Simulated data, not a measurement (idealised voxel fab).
process module | voxel self aligned contacts
cross-section cut | 235 nm wide | cells 5 nm
A cross-section is a grid of square cells, given in bands from the top down. A band is one or more rows of cells.
Each band's line starts with the height of the band's top and of its bottom, in nm. Then come its materials from left to right, each with its width in nm. One material with "throughout" fills the band from edge to edge. "air" is empty space.
Height 0 is the level under which the wafer as received is all one material. The lowest band goes on downwards, as in "0 down".
A width such as "30 to 40" changes by the same amount from each row of cells to the next, from the band's top row to its bottom row.
"no change" after a step means that no cell of the cross-section changed.
closed voids: empty space of 8 cells or more with no open way to the top, each as width x height at its distance from the left edge, in nm
after a step's settings: what the simulator itself notes on the step
overlay nm, on a step with a mask: how far to the right of its planned place the mask lay; to the left if negative
plan
1 op RECEIVE | material Si
2 op OXIDIZE | depth nm 5
3 op DIRECTIONAL_DEP | material polySi | thk nm 25
4 op DIRECTIONAL_DEP | material SiN | thk nm 15
5 op PATTERN | tone cover | mask id GATE | material resist | width nm 25 | pitch nm 60 | thk nm 15 | overlay nm 0
6 op DIRECTIONAL_ETCH | etch materials SiN | depth nm 15
7 op DIRECTIONAL_ETCH | etch materials polySi | depth nm 25
8 op STRIP | etch materials resist
9 op CONFORMAL_DEP | material SiN | thk nm 5
10 op DIRECTIONAL_ETCH | etch materials SiN | depth nm 5
11 op FILL_DEP | material SiO2 | thk nm 15
12 op CMP | height nm 45
13 op PATTERN | tone open | mask id CONTACT | material resist | width nm 45 | pitch nm 60 | thk nm 15 | overlay nm 0
14 op DIRECTIONAL_ETCH | etch materials SiO2 | depth nm 50
15 op STRIP | etch materials resist
16 op CONFORMAL_DEP | material TiN | thk nm 5
17 op FILL_DEP | material W | thk nm 5
18 op CMP | height nm 45
19 op CONFORMAL_DEP | material SiN | thk nm 5
as received, after step 1
  0 down: Si throughout
  closed voids: none
a wafer at the end: this start, this plan, one mistake
  50 to 45: SiN throughout
  45 to 40: SiO2 65 | TiN 15 | W 15 | TiN 15 | SiO2 15 | TiN 15 | W 15 | TiN 15 | SiO2 65
  40 to 35: SiO2 40 | SiN 35 | TiN 5 | W 15 | TiN 5 | SiN 35 | TiN 5 | W 15 | TiN 5 | SiN 35 | SiO2 40
  35 to 30: SiO2 40 | SiN 35 | TiN 25 | SiN 35 | TiN 25 | SiN 35 | SiO2 40
  30 to 25: SiN throughout
  25 to 0: polySi throughout
  0 to -5: SiO2 throughout
  -5 down: Si throughout
  closed voids: none
what went wrong: step 6 ran as: op DIRECTIONAL_ETCH | etch materials SiN | depth nm 10
